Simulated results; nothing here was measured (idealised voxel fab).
Process module name: voxel spacer lines
Shown is cross-section cut, with a width of 295 nm and square cells of size 5 nm.
Cross-section layout: square cells on a grid; listed as bands, top to bottom; a band spans one or more cell rows.
In this notation a band is specified by the heights of its top and bottom, in that order and in nm, after which its materials appear from left to right, each paired with its width in nm. The word "all across" attached to a single material means that material fills the band from edge to edge; the word "blank" stands for empty space.
Height is counted from the level 0, under which the received wafer is composed throughout of one material. The lowest of the bands is not closed at the bottom but continues downward, in the notation "top 0, no bottom".
Quick explanation for "30 to 40": the width changes in equal steps down the rows of cells, from the first number in the band's top row to the second number in its bottom row.
The cross-section has no changed cell in any step marked "no alterations made".
Empty spaces counting at least 8 cells and having no open way to the top are listed in "Enclosed internal cavities". The notation width x height at distance is used for each, the distance being from the left edge and all three values in nm.
It should be noted that, on the line of a given step, the content following the step's settings is a remark produced by the simulator itself with respect to that step.
overlay nm, on a step with a mask: how far to the right of its planned place the mask lay; to the left if negative
So here's the lineup of process steps we planned
1,RECEIVE with material Si
2,CONFORMAL_DEP with material Al2O3, thk nm 5
3,DIRECTIONAL_DEP with material W, thk nm 15
4,DIRECTIONAL_DEP with material aC, thk nm 20
5,PATTERN with tone cover, mask id MANDREL, material resist, width nm 20, pitch nm 60, thk nm 25, overlay nm 0
6,DIRECTIONAL_ETCH with etch materials aC, depth nm 20
7,STRIP with etch materials resist
8,CONFORMAL_DEP with material SiN, thk nm 10
9,DIRECTIONAL_ETCH with etch materials SiN, depth nm 10
10,STRIP with etch materials aC
11,DIRECTIONAL_ETCH with etch materials W, depth nm 15
12,STRIP with etch materials SiN
13,FILL_DEP with material lowk, thk nm 5
14,CMP with height nm 20
Here's what the wafer looked like in cross-section when it arrived - that's after step 1
	top 0, no bottom: Si all across
	Enclosed internal cavities: none
This is how the wafer looks in cross-section once the module is done, given the starting state and plan above and one mistake in carrying the plan out
	top 20, bottom 15: lowk all across
	top 15, bottom 0: lowk 65 nm | W 10 nm | lowk 20 nm | W 10 nm | lowk 20 nm | W 10 nm | lowk 20 nm | W 10 nm | lowk 20 nm | W 10 nm | lowk 20 nm | W 10 nm | lowk 70 nm
	top 0, no bottom: Si all across
	Enclosed internal cavities: none
Deviation from plan: it should be noted that step 2 of the plan was omitted and was not performed
